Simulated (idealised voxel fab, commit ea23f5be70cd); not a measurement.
process module | voxel gate over fins
cross-section cut | 250 nm wide | cells 5 nm
A cross-section is a grid of square cells, given in bands from the top down. A band is one or more rows of cells.
Each band's line starts with the height of the band's top and of its bottom, in nm. Then come its materials from left to right, each with its width in nm. One material with "throughout" fills the band from edge to edge. "air" is empty space.
Height 0 is the level under which the wafer as received is all one material. The lowest band goes on downwards, as in "0 down".
A width such as "30 to 40" changes by the same amount from each row of cells to the next, from the band's top row to its bottom row.
"no change" after a step means that no cell of the cross-section changed.
closed voids: empty space of 8 cells or more with no open way to the top, each as width x height at its distance from the left edge, in nm
after a step's settings: what the simulator itself notes on the step
overlay nm, on a step with a mask: how far to the right of its planned place the mask lay; to the left if negative
Each pair below shows a cross-section before one step and the cross-section after it, down to the lowest band that changed. The line under each pair gives the step between them, with its settings. The pairs can come from different runs of this module on the same starting wafer, so a pair continues from the pair above only where its "before" says so.
before
  10 to 0: SiN 100 | SiO2 15 | SiN 20 | SiO2 15 | SiN 100
  0 to -35: Si 100 | SiO2 15 | Si 20 | SiO2 15 | Si 100
  -35 down: Si throughout
  closed voids: none
after
  10 to 0: SiN 100 | air 15 | SiN 20 | air 15 | SiN 100
  0 to -15: Si 100 | air 15 | Si 20 | air 15 | Si 100
  below -15: unchanged
  closed voids: none
the step between: op SELECTIVE_ETCH | etch materials SiO2 | depth nm 25
before: the cross-section after the pair above
after
  0 to -15: Si 100 | air 15 | Si 20 | air 15 | Si 100
  below -15: unchanged
  closed voids: none
the step between: op STRIP | etch materials SiN
before: the cross-section after the pair above
after
  5 to 0: HfO2 105 | air 5 | HfO2 30 | air 5 | HfO2 105
  0 to -10: Si 100 | HfO2 5 | air 5 | HfO2 5 | Si 20 | HfO2 5 | air 5 | HfO2 5 | Si 100
  -10 to -15: Si 100 | HfO2 15 | Si 20 | HfO2 15 | Si 100
  below -15: unchanged
  closed voids: none
the step between: op CONFORMAL_DEP | material HfO2 | thk nm 5
before: the cross-section after the pair above
after
  10 to 5: TiN throughout
  5 to 0: HfO2 105 | TiN 5 | HfO2 30 | TiN 5 | HfO2 105
  0 to -10: Si 100 | HfO2 5 | TiN 5 | HfO2 5 | Si 20 | HfO2 5 | TiN 5 | HfO2 5 | Si 100
  below -10: unchanged
  closed voids: none
the step between: op CONFORMAL_DEP | material TiN | thk nm 5
before: the cross-section after the pair above
after
  15 to 10: TiAl throughout
  below 10: unchanged
  closed voids: none
the step between: op CONFORMAL_DEP | material TiAl | thk nm 5
before: the cross-section after the pair above
after
  20 to 15: TiN throughout
  below 15: unchanged
  closed voids: none
the step between: op CONFORMAL_DEP | material TiN | thk nm 5
before: the cross-section after the pair above
after
  30 to 20: W throughout
  below 20: unchanged
  closed voids: none
the step between: op FILL_DEP | material W | thk nm 10
before: the cross-section after the pair above
after
  25 to 20: W throughout
  below 20: unchanged
  closed voids: none
the step between: op CMP | height nm 25
before: the cross-section after the pair above
after
  30 to 25: SiN throughout
  below 25: unchanged
  closed voids: none
the step between: op CONFORMAL_DEP | material SiN | thk nm 5
